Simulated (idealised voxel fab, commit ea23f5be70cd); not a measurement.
Process module, titled voxel capacitor over wiring
Square cells of 5 nm make up the cross-section cut, whose width is 245 nm.
Heads up, the way a cross-section reads in here is a grid of square cells, handed over as bands from the top down, with every band being one or more rows of cells. First you get the band's top height and its bottom height, in nm, and then the materials it's made of, left to right, with each width in nm. If you see a single material with "all across", that one covers the band edge to edge. "blank" is empty space. Note: height 0 marks the level under which the wafer is uniformly one material as received. Lowest band unbounded below, written "0 nm and below". Note: "30 to 40" means the width goes from the first number (top row of the band) to the second number (bottom row) in equal steps per row of cells. It should be understood that the words "no change", when stated for a given step, signify that the cross-section underwent no change in any of its cells during that step. If an empty space has no open way to the top and is at least 8 cells in size, "Closed voids list" lists it, written width x height at distance, where distance is measured from the left edge and every value is in nm. Step line, after settings: the simulator's comment on this step. overlay nm: mask right of planned place by this much (step with mask). Neg. = left.
### This section lists the process steps that were planned
1,RECEIVE | material Si
2,CONFORMAL_DEP | material SiO2 | thk nm 15
3,CONFORMAL_DEP | material SiN | thk nm 5
4,DIRECTIONAL_DEP | material SiO2 | thk nm 25
5,DIRECTIONAL_DEP | material aC | thk nm 10
6,PATTERN | tone open | mask id METAL_1 | material resist | width nm 30 | pitch nm 95 | thk nm 30 | overlay nm 0
7,DIRECTIONAL_ETCH | etch materials aC | depth nm 10
8,STRIP | etch materials resist
9,DIRECTIONAL_ETCH | etch materials SiO2 | depth nm 25
10,DIRECTIONAL_ETCH | etch materials SiN | depth nm 5
11,STRIP | etch materials aC
12,CONFORMAL_DEP | material TiN | thk nm 5
13,FILL_DEP | material Cu | thk nm 10
14,CMP | height nm 45
15,CONFORMAL_DEP | material SiCN | thk nm 5
16,DIRECTIONAL_DEP | material SiO2 | thk nm 15
17,PATTERN | tone open | mask id PLUG_1 | material resist | width nm 15 | thk nm 20 | overlay nm 0
18,DIRECTIONAL_ETCH | etch materials SiO2 | depth nm 15
19,DIRECTIONAL_ETCH | etch materials SiCN | depth nm 5
20,STRIP | etch materials resist
21,CONFORMAL_DEP | material TiN | thk nm 5
22,FILL_DEP | material Cu | thk nm 10
23,CMP | height nm 65
24,DIRECTIONAL_DEP | material TiN | thk nm 10
25,DIRECTIONAL_DEP | material HfO2 | thk nm 5
26,DIRECTIONAL_DEP | material TiN | thk nm 5
27,PATTERN | tone cover | mask id UPPER_PLATE | material resist | width nm 70 | thk nm 15 | overlay nm 0
28,DIRECTIONAL_ETCH | etch materials TiN | depth nm 5
29,DIRECTIONAL_ETCH | etch materials HfO2 | depth nm 5
30,STRIP | etch materials resist
31,DIRECTIONAL_DEP | material aC | thk nm 10
32,PATTERN | tone cover | mask id LOWER_PLATE | material resist | width nm 80 | thk nm 30 | overlay nm 0
33,DIRECTIONAL_ETCH | etch materials aC | depth nm 10
34,STRIP | etch materials resist
35,DIRECTIONAL_ETCH | etch materials TiN | depth nm 10
36,STRIP | etch materials aC
37,FILL_DEP | material SiO2 | thk nm 15
38,CMP | height nm 95
39,DIRECTIONAL_DEP | material aC | thk nm 15
40,PATTERN | tone open | mask id PLUG_2 | material resist | width nm 15 | thk nm 35 | overlay nm 0
41,DIRECTIONAL_ETCH | etch materials aC | depth nm 15
42,STRIP | etch materials resist
43,DIRECTIONAL_ETCH | etch materials SiO2 | depth nm 10
44,STRIP | etch materials aC
45,CONFORMAL_DEP | material TiN | thk nm 5
46,FILL_DEP | material W | thk nm 10
47,CMP | height nm 95
48,CONFORMAL_DEP | material SiN | thk nm 5
### First wafer out of two, processed as planned
### Cross-section of the wafer upon arrival, representing the state reached after step 1
> 0 nm and below = Si all across
> Closed voids list: none
### Take a look at the wafer's cross-section after step 2
> 15 nm to 0 nm = SiO2 all across
> Unchanged below 0.
### Take a look at the wafer's cross-section after step 3
> 20 nm to 15 nm = SiN all across
> Unchanged below 15.
### Take a look at the wafer's cross-section after step 4
> 45 nm to 20 nm = SiO2 all across
> Unchanged below 20.
### Take a look at the wafer's cross-section after step 5
> 55 nm to 45 nm = aC all across
> Unchanged below 45.
### Take a look at the wafer's cross-section after step 6
> 85 nm to 55 nm = 60 nm resist  30 nm blank  65 nm resist  30 nm blank  60 nm resist
> Unchanged below 55.
### Take a look at the wafer's cross-section after step 7
> 75 nm to 55 nm = 60 nm resist  30 nm blank  65 nm resist  30 nm blank  60 nm resist
> 55 nm to 45 nm = 60 nm aC  30 nm blank  65 nm aC  30 nm blank  60 nm aC
> Unchanged below 45.
### Take a look at the wafer's cross-section after step 8
> 55 nm to 45 nm = 60 nm aC  30 nm blank  65 nm aC  30 nm blank  60 nm aC
> Unchanged below 45.
### Take a look at the wafer's cross-section after step 9
> 55 nm to 45 nm = 60 nm aC  30 nm blank  65 nm aC  30 nm blank  60 nm aC
> 45 nm to 20 nm = 60 nm SiO2  30 nm blank  65 nm SiO2  30 nm blank  60 nm SiO2
> Unchanged below 20.
### Take a look at the wafer's cross-section after step 10
> 55 nm to 45 nm = 60 nm aC  30 nm blank  65 nm aC  30 nm blank  60 nm aC
> 45 nm to 20 nm = 60 nm SiO2  30 nm blank  65 nm SiO2  30 nm blank  60 nm SiO2
> 20 nm to 15 nm = 60 nm SiN  30 nm blank  65 nm SiN  30 nm blank  60 nm SiN
> Unchanged below 15.
### Take a look at the wafer's cross-section after step 11
> 45 nm to 20 nm = 60 nm SiO2  30 nm blank  65 nm SiO2  30 nm blank  60 nm SiO2
> Unchanged below 20.
### Take a look at the wafer's cross-section after step 12
> 50 nm to 45 nm = 65 nm TiN  20 nm blank  75 nm TiN  20 nm blank  65 nm TiN
> 45 nm to 20 nm = 60 nm SiO2  5 nm TiN  20 nm blank  5 nm TiN  65 nm SiO2  5 nm TiN  20 nm blank  5 nm TiN  60 nm SiO2
> 20 nm to 15 nm = 60 nm SiN  30 nm TiN  65 nm SiN  30 nm TiN  60 nm SiN
> Unchanged below 15.
### Take a look at the wafer's cross-section after step 13
> 60 nm to 50 nm = Cu all across
> 50 nm to 45 nm = 65 nm TiN  20 nm Cu  75 nm TiN  20 nm Cu  65 nm TiN
> 45 nm to 20 nm = 60 nm SiO2  5 nm TiN  20 nm Cu  5 nm TiN  65 nm SiO2  5 nm TiN  20 nm Cu  5 nm TiN  60 nm SiO2
> Unchanged below 20.
### Take a look at the wafer's cross-section after step 14
> 45 nm to 20 nm = 60 nm SiO2  5 nm TiN  20 nm Cu  5 nm TiN  65 nm SiO2  5 nm TiN  20 nm Cu  5 nm TiN  60 nm SiO2
> Unchanged below 20.
### Take a look at the wafer's cross-section after step 15
> 50 nm to 45 nm = SiCN all across
> Unchanged below 45.
### Take a look at the wafer's cross-section after step 16
> 65 nm to 50 nm = SiO2 all across
> Unchanged below 50.
### Take a look at the wafer's cross-section after step 17
> 85 nm to 65 nm = 75 nm resist  15 nm blank  155 nm resist
> Unchanged below 65.
### Take a look at the wafer's cross-section after step 18
> 85 nm to 65 nm = 75 nm resist  15 nm blank  155 nm resist
> 65 nm to 50 nm = 75 nm SiO2  15 nm blank  155 nm SiO2
> Unchanged below 50.
### Take a look at the wafer's cross-section after step 19
> 85 nm to 65 nm = 75 nm resist  15 nm blank  155 nm resist
> 65 nm to 50 nm = 75 nm SiO2  15 nm blank  155 nm SiO2
> 50 nm to 45 nm = 75 nm SiCN  15 nm blank  155 nm SiCN
> Unchanged below 45.
### Take a look at the wafer's cross-section after step 20
> 65 nm to 50 nm = 75 nm SiO2  15 nm blank  155 nm SiO2
> Unchanged below 50.
### Take a look at the wafer's cross-section after step 21
> 70 nm to 65 nm = 80 nm TiN  5 nm blank  160 nm TiN
> 65 nm to 50 nm = 75 nm SiO2  5 nm TiN  5 nm blank  5 nm TiN  155 nm SiO2
> 50 nm to 45 nm = 75 nm SiCN  15 nm TiN  155 nm SiCN
> Unchanged below 45.
### Take a look at the wafer's cross-section after step 22
> 80 nm to 70 nm = Cu all across
> 70 nm to 65 nm = 80 nm TiN  5 nm Cu  160 nm TiN
> 65 nm to 50 nm = 75 nm SiO2  5 nm TiN  5 nm Cu  5 nm TiN  155 nm SiO2
> Unchanged below 50.
### Take a look at the wafer's cross-section after step 23
> 65 nm to 50 nm = 75 nm SiO2  5 nm TiN  5 nm Cu  5 nm TiN  155 nm SiO2
> Unchanged below 50.
### Take a look at the wafer's cross-section after step 24
> 75 nm to 65 nm = TiN all across
> Unchanged below 65.
### Take a look at the wafer's cross-section after step 25
> 80 nm to 75 nm = HfO2 all across
> Unchanged below 75.
### Take a look at the wafer's cross-section after step 26
> 85 nm to 80 nm = TiN all across
> Unchanged below 80.
### Take a look at the wafer's cross-section after step 27
> 100 nm to 85 nm = 75 nm blank  70 nm resist  100 nm blank
> Unchanged below 85.
### Take a look at the wafer's cross-section after step 28
> 100 nm to 85 nm = 75 nm blank  70 nm resist  100 nm blank
> 85 nm to 80 nm = 75 nm blank  70 nm TiN  100 nm blank
> Unchanged below 80.
### Take a look at the wafer's cross-section after step 29
> 100 nm to 85 nm = 75 nm blank  70 nm resist  100 nm blank
> 85 nm to 80 nm = 75 nm blank  70 nm TiN  100 nm blank
> 80 nm to 75 nm = 75 nm blank  70 nm HfO2  100 nm blank
> Unchanged below 75.
### Take a look at the wafer's cross-section after step 30
> 85 nm to 80 nm = 75 nm blank  70 nm TiN  100 nm blank
> Unchanged below 80.
### Take a look at the wafer's cross-section after step 31
> 95 nm to 85 nm = 75 nm blank  70 nm aC  100 nm blank
> 85 nm to 80 nm = 75 nm aC  70 nm TiN  100 nm aC
> 80 nm to 75 nm = 75 nm aC  70 nm HfO2  100 nm aC
> Unchanged below 75.
### Take a look at the wafer's cross-section after step 32
> 125 nm to 95 nm = 70 nm blank  80 nm resist  95 nm blank
> 95 nm to 85 nm = 70 nm blank  5 nm resist  70 nm aC  5 nm resist  95 nm blank
> Unchanged below 85.
### Take a look at the wafer's cross-section after step 33
> 115 nm to 95 nm = 70 nm blank  80 nm resist  95 nm blank
> 95 nm to 85 nm = 70 nm blank  5 nm resist  70 nm aC  5 nm resist  95 nm blank
> 85 nm to 80 nm = 70 nm blank  5 nm aC  70 nm TiN  5 nm aC  95 nm blank
> 80 nm to 75 nm = 70 nm blank  5 nm aC  70 nm HfO2  5 nm aC  95 nm blank
> Unchanged below 75.
### Take a look at the wafer's cross-section after step 34
> 95 nm to 85 nm = 75 nm blank  70 nm aC  100 nm blank
> Unchanged below 85.
### Take a look at the wafer's cross-section after step 35
> 95 nm to 85 nm = 75 nm blank  70 nm aC  100 nm blank
> 85 nm to 80 nm = 70 nm blank  5 nm aC  70 nm TiN  5 nm aC  95 nm blank
> 80 nm to 75 nm = 70 nm blank  5 nm aC  70 nm HfO2  5 nm aC  95 nm blank
> 75 nm to 65 nm = 70 nm blank  80 nm TiN  95 nm blank
> Unchanged below 65.
### Take a look at the wafer's cross-section after step 36
> 85 nm to 80 nm = 75 nm blank  70 nm TiN  100 nm blank
> 80 nm to 75 nm = 75 nm blank  70 nm HfO2  100 nm blank
> Unchanged below 75.
### Take a look at the wafer's cross-section after step 37
> 100 nm to 85 nm = SiO2 all across
> 85 nm to 80 nm = 75 nm SiO2  70 nm TiN  100 nm SiO2
> 80 nm to 75 nm = 75 nm SiO2  70 nm HfO2  100 nm SiO2
> 75 nm to 65 nm = 70 nm SiO2  80 nm TiN  95 nm SiO2
> Unchanged below 65.
### Take a look at the wafer's cross-section after step 38
> 95 nm to 85 nm = SiO2 all across
> Unchanged below 85.
### Take a look at the wafer's cross-section after step 39
> 110 nm to 95 nm = aC all across
> Unchanged below 95.
### Take a look at the wafer's cross-section after step 40
> 145 nm to 110 nm = 85 nm resist  15 nm blank  145 nm resist
> Unchanged below 110.
### Take a look at the wafer's cross-section after step 41
> 130 nm to 110 nm = 85 nm resist  15 nm blank  145 nm resist
> 110 nm to 95 nm = 85 nm aC  15 nm blank  145 nm aC
> Unchanged below 95.
### Take a look at the wafer's cross-section after step 42
> 110 nm to 95 nm = 85 nm aC  15 nm blank  145 nm aC
> Unchanged below 95.
### Take a look at the wafer's cross-section after step 43
> 110 nm to 95 nm = 85 nm aC  15 nm blank  145 nm aC
> 95 nm to 85 nm = 85 nm SiO2  15 nm blank  145 nm SiO2
> Unchanged below 85.
### Take a look at the wafer's cross-section after step 44
> 95 nm to 85 nm = 85 nm SiO2  15 nm blank  145 nm SiO2
> Unchanged below 85.
### Take a look at the wafer's cross-section after step 45
> 100 nm to 95 nm = 90 nm TiN  5 nm blank  150 nm TiN
> 95 nm to 90 nm = 85 nm SiO2  5 nm TiN  5 nm blank  5 nm TiN  145 nm SiO2
> 90 nm to 80 nm = 85 to 75 nm SiO2  15 to 70 nm TiN  145 to 100 nm SiO2
> Unchanged below 80.
### Take a look at the wafer's cross-section after step 46
> 110 nm to 100 nm = W all across
> 100 nm to 95 nm = 90 nm TiN  5 nm W  150 nm TiN
> 95 nm to 90 nm = 85 nm SiO2  5 nm TiN  5 nm W  5 nm TiN  145 nm SiO2
> Unchanged below 90.
### Take a look at the wafer's cross-section after step 47
> 95 nm to 90 nm = 85 nm SiO2  5 nm TiN  5 nm W  5 nm TiN  145 nm SiO2
> Unchanged below 90.
### Take a look at the wafer's cross-section after step 48
> 100 nm to 95 nm = SiN all across
> Unchanged below 95.
### What follows concerns the second wafer, which started out like the first and was meant to follow the very same plan; one mistake crept in when it was run, but everything up to and including step 24 is the same as for the first wafer
### Cross-sectional representation of the second wafer at the time designated in the plan for the completion of step 25
> 80 nm to 75 nm = SiO2 all across
> Unchanged below 75.
### Cross-sectional representation of the second wafer at the time designated in the plan for the completion of step 26
> 85 nm to 80 nm = TiN all across
> Unchanged below 80.
### Cross-sectional representation of the second wafer at the time designated in the plan for the completion of step 27
> 100 nm to 85 nm = 75 nm blank  70 nm resist  100 nm blank
> Unchanged below 85.
### Cross-sectional representation of the second wafer at the time designated in the plan for the completion of step 28
> 100 nm to 85 nm = 75 nm blank  70 nm resist  100 nm blank
> 85 nm to 80 nm = 75 nm blank  70 nm TiN  100 nm blank
> Unchanged below 80.
Cross-sectional representation of the second wafer at the time designated in the plan for the completion of step 29: no change
### Cross-sectional representation of the second wafer at the time designated in the plan for the completion of step 30
> 85 nm to 80 nm = 75 nm blank  70 nm TiN  100 nm blank
> Unchanged below 80.
### Cross-sectional representation of the second wafer at the time designated in the plan for the completion of step 31
> 95 nm to 90 nm = 75 nm blank  70 nm aC  100 nm blank
> 90 nm to 85 nm = aC all across
> 85 nm to 80 nm = 75 nm aC  70 nm TiN  100 nm aC
> Unchanged below 80.
### Cross-sectional representation of the second wafer at the time designated in the plan for the completion of step 32
> 125 nm to 95 nm = 70 nm blank  80 nm resist  95 nm blank
> 95 nm to 90 nm = 70 nm blank  5 nm resist  70 nm aC  5 nm resist  95 nm blank
> Unchanged below 90.
### Cross-sectional representation of the second wafer at the time designated in the plan for the completion of step 33
> 115 nm to 95 nm = 70 nm blank  80 nm resist  95 nm blank
> 95 nm to 90 nm = 70 nm blank  5 nm resist  70 nm aC  5 nm resist  95 nm blank
> 90 nm to 85 nm = 70 nm blank  80 nm aC  95 nm blank
> 85 nm to 80 nm = 70 nm blank  5 nm aC  70 nm TiN  5 nm aC  95 nm blank
> Unchanged below 80.
### Cross-sectional representation of the second wafer at the time designated in the plan for the completion of step 34
> 95 nm to 85 nm = 75 to 70 nm blank  70 to 80 nm aC  100 to 95 nm blank
> Unchanged below 85.
Cross-sectional representation of the second wafer at the time designated in the plan for the completion of step 35: no change
### Cross-sectional representation of the second wafer at the time designated in the plan for the completion of step 36
> 85 nm to 80 nm = 75 nm blank  70 nm TiN  100 nm blank
> Unchanged below 80.
### Cross-sectional representation of the second wafer at the time designated in the plan for the completion of step 37
> 100 nm to 85 nm = SiO2 all across
> 85 nm to 80 nm = 75 nm SiO2  70 nm TiN  100 nm SiO2
> Unchanged below 80.
### Cross-sectional representation of the second wafer at the time designated in the plan for the completion of step 38
> 95 nm to 85 nm = SiO2 all across
> Unchanged below 85.
### Cross-sectional representation of the second wafer at the time designated in the plan for the completion of step 39
> 110 nm to 95 nm = aC all across
> Unchanged below 95.
### Cross-sectional representation of the second wafer at the time designated in the plan for the completion of step 40
> 145 nm to 110 nm = 85 nm resist  15 nm blank  145 nm resist
> Unchanged below 110.
### Cross-sectional representation of the second wafer at the time designated in the plan for the completion of step 41
> 130 nm to 110 nm = 85 nm resist  15 nm blank  145 nm resist
> 110 nm to 95 nm = 85 nm aC  15 nm blank  145 nm aC
> Unchanged below 95.
### Cross-sectional representation of the second wafer at the time designated in the plan for the completion of step 42
> 110 nm to 95 nm = 85 nm aC  15 nm blank  145 nm aC
> Unchanged below 95.
### Cross-sectional representation of the second wafer at the time designated in the plan for the completion of step 43
> 110 nm to 95 nm = 85 nm aC  15 nm blank  145 nm aC
> 95 nm to 85 nm = 85 nm SiO2  15 nm blank  145 nm SiO2
> Unchanged below 85.
### Cross-sectional representation of the second wafer at the time designated in the plan for the completion of step 44
> 95 nm to 85 nm = 85 nm SiO2  15 nm blank  145 nm SiO2
> Unchanged below 85.
### Cross-sectional representation of the second wafer at the time designated in the plan for the completion of step 45
> 100 nm to 95 nm = 90 nm TiN  5 nm blank  150 nm TiN
> 95 nm to 90 nm = 85 nm SiO2  5 nm TiN  5 nm blank  5 nm TiN  145 nm SiO2
> 90 nm to 80 nm = 85 to 75 nm SiO2  15 to 70 nm TiN  145 to 100 nm SiO2
> Unchanged below 80.
### Cross-sectional representation of the second wafer at the time designated in the plan for the completion of step 46
> 110 nm to 100 nm = W all across
> 100 nm to 95 nm = 90 nm TiN  5 nm W  150 nm TiN
> 95 nm to 90 nm = 85 nm SiO2  5 nm TiN  5 nm W  5 nm TiN  145 nm SiO2
> Unchanged below 90.
### Cross-sectional representation of the second wafer at the time designated in the plan for the completion of step 47
> 95 nm to 90 nm = 85 nm SiO2  5 nm TiN  5 nm W  5 nm TiN  145 nm SiO2
> Unchanged below 90.
### Cross-sectional representation of the second wafer at the time designated in the plan for the completion of step 48
> 100 nm to 95 nm = SiN all across
> Unchanged below 95.
Error vs. plan: so step 25 ended up running with a different setting than we planned, it ran as DIRECTIONAL_DEP | material SiO2 | thk nm 5
The second wafer ends with more or fewer cells of some materials than the first, per final count: HfO2 -14 | SiO2 -52 | TiN +66
